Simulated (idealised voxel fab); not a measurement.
process module | voxel gate over fins
Pictured: cross-section cut, 250 nm wide, on a grid of 5 nm square cells.
This document writes a cross-section as a grid whose cells are square, and gives it as bands, listed from the top down; one or more rows of cells form a band.
The entry gives the band's vertical extent as a top height and a bottom height in nm, then its horizontal make-up as materials from left to right, each with a width in nm. "blank" stands for empty space; a single material marked "full width" fills the band edge to edge.
Note: height 0 marks the level under which the wafer is uniformly one material as received. Lowest band unbounded below, written "0 nm and below".
Width: "30..40" (first number = top row, second number = bottom row, same change from row to row of cells).
It should be understood that the words "stayed the same", when stated for a given step, signify that the cross-section underwent no change in any of its cells during that step.
For the entry "Sealed cavities", the listed items are empty spaces with no open way to the top whose size is 8 cells or more; each item follows the pattern width x height at distance, where distance is from the left edge and all three are in nm.
Text after the settings on a step's line: the simulator's own remark on that step.
overlay nm: mask right of planned place by this much (step with mask). Neg. = left.

**Intended process steps**
- 1: op RECEIVE | material Si
- 2: op CONFORMAL_DEP | material SiN | thk nm 5
- 3: op PATTERN | tone cover | mask id FINS | material resist | width nm 15 | pitch nm 50 | thk nm 20 | overlay nm 0
- 4: op DIRECTIONAL_ETCH | etch materials SiN | depth nm 5
- 5: op DIRECTIONAL_ETCH | etch materials Si | depth nm 35
- 6: op STRIP | etch materials resist
- 7: op OXIDIZE | depth nm 5
- 8: op FILL_DEP | material SiO2 | thk nm 15
- 9: op CMP | height nm 5
- 10: op PATTERN | tone open | mask id RAIL | material resist | width nm 15 | thk nm 20 | overlay nm 0
- 11: op DIRECTIONAL_ETCH | etch materials SiO2 | depth nm 35
- 12: op STRIP | etch materials resist
- 13: op CONFORMAL_DEP | material TiN | thk nm 5
- 14: op FILL_DEP | material W | thk nm 5
- 15: op CMP | height nm 5
- 16: op SELECTIVE_ETCH | etch materials W Ru TiN | depth nm 25
- 17: op FILL_DEP | material SiO2 | thk nm 5
- 18: op CMP | height nm 5
- 19: op SELECTIVE_ETCH | etch materials SiO2 | depth nm 20
- 20: op STRIP | etch materials SiN
- 21: op CONFORMAL_DEP | material HfO2 | thk nm 5
- 22: op CONFORMAL_DEP | material TiN | thk nm 5
- 23: op FILL_DEP | material W | thk nm 10
- 24: op CMP | height nm 15
- 25: op CONFORMAL_DEP | material SiN | thk nm 5

**Here's what the wafer looked like in cross-section when it arrived - that's after step 1**
* 0 nm and below = Si full width
* Sealed cavities: none

**End-of-module cross-section of the first of two wafers, processed as planned**
* 20 nm to 15 nm = SiN full width
* 15 nm to 10 nm = W full width
* 10 nm to 5 nm = W 60; TiN 25; W 25; TiN 25; W 25; TiN 25; W 65
* 5 nm to 0 nm = W 60; TiN 5; HfO2 15; TiN 5; W 25; TiN 5; HfO2 15; TiN 5; W 25; TiN 5; HfO2 15; TiN 5; W 65
* 0 nm to -5 nm = W 60; TiN 5; HfO2 5; Si 5; HfO2 5; TiN 5; W 25; TiN 5; HfO2 5; Si 5; HfO2 5; TiN 5; W 25; TiN 5; HfO2 5; Si 5; HfO2 5; TiN 5; W 65
* -5 nm to -10 nm = TiN 65; HfO2 5; Si 5; HfO2 5; TiN 35; HfO2 5; Si 5; HfO2 5; TiN 35; HfO2 5; Si 5; HfO2 5; TiN 70
* -10 nm to -15 nm = HfO2 70; Si 5; HfO2 45; Si 5; HfO2 45; Si 5; HfO2 75
* -15 nm to -20 nm = SiO2 70; Si 5; SiO2 45; Si 5; SiO2 45; Si 5; SiO2 75
* -20 nm to -25 nm = SiO2 70; Si 5; SiO2 15; TiN 5; W 5; TiN 5; SiO2 15; Si 5; SiO2 45; Si 5; SiO2 75
* -25 nm to -30 nm = SiO2 70; Si 5; SiO2 15; TiN 15; SiO2 15; Si 5; SiO2 45; Si 5; SiO2 75
* -30 nm to -40 nm = SiO2 70; Si 5; SiO2 45; Si 5; SiO2 45; Si 5; SiO2 75
* -40 nm and below = Si full width
* Sealed cavities: none

**Now the second wafer, cross-sectioned at the end of the module. Nothing different at the start, nothing different in the plan compared with the first, just one mistake when it was actually run**
* 20 nm to 15 nm = SiN full width
* 15 nm to 10 nm = W full width
* 10 nm to 5 nm = W 60; TiN 25; W 25; TiN 25; W 25; TiN 25; W 65
* 5 nm to 0 nm = W 60; TiN 5; HfO2 15; TiN 5; W 25; TiN 5; HfO2 15; TiN 5; W 25; TiN 5; HfO2 15; TiN 5; W 65
* 0 nm to -5 nm = W 60; TiN 5; HfO2 5; Si 5; HfO2 5; TiN 5; W 25; TiN 5; HfO2 5; Si 5; HfO2 5; TiN 5; W 25; TiN 5; HfO2 5; Si 5; HfO2 5; TiN 5; W 65
* -5 nm to -10 nm = TiN 55; W 5; TiN 5; HfO2 5; Si 5; HfO2 5; TiN 5; W 25; TiN 5; HfO2 5; Si 5; HfO2 5; TiN 5; W 25; TiN 5; HfO2 5; Si 5; HfO2 5; TiN 5; W 5; TiN 60
* -10 nm to -15 nm = HfO2 50; TiN 15; HfO2 5; Si 5; HfO2 5; TiN 35; HfO2 5; Si 5; HfO2 5; TiN 35; HfO2 5; Si 5; HfO2 5; TiN 15; HfO2 55
* -15 nm to -20 nm = SiO2 45; HfO2 25; Si 5; HfO2 45; Si 5; HfO2 45; Si 5; HfO2 25; SiO2 50
* -20 nm to -25 nm = SiO2 70; Si 5; SiO2 15; TiN 5; W 5; TiN 5; SiO2 15; Si 5; SiO2 45; Si 5; SiO2 75
* -25 nm to -30 nm = SiO2 70; Si 5; SiO2 15; TiN 15; SiO2 15; Si 5; SiO2 45; Si 5; SiO2 75
* -30 nm to -40 nm = SiO2 70; Si 5; SiO2 45; Si 5; SiO2 45; Si 5; SiO2 75
* -40 nm and below = Si full width
* Sealed cavities: none
What broke from the plan during processing? mixed up steps 19 and 20 - ran each in the other's place
Heads up, by the end the second wafer has more or fewer cells of some materials compared to the first: HfO2 +8 | SiO2 -28 | TiN +8 | W +12
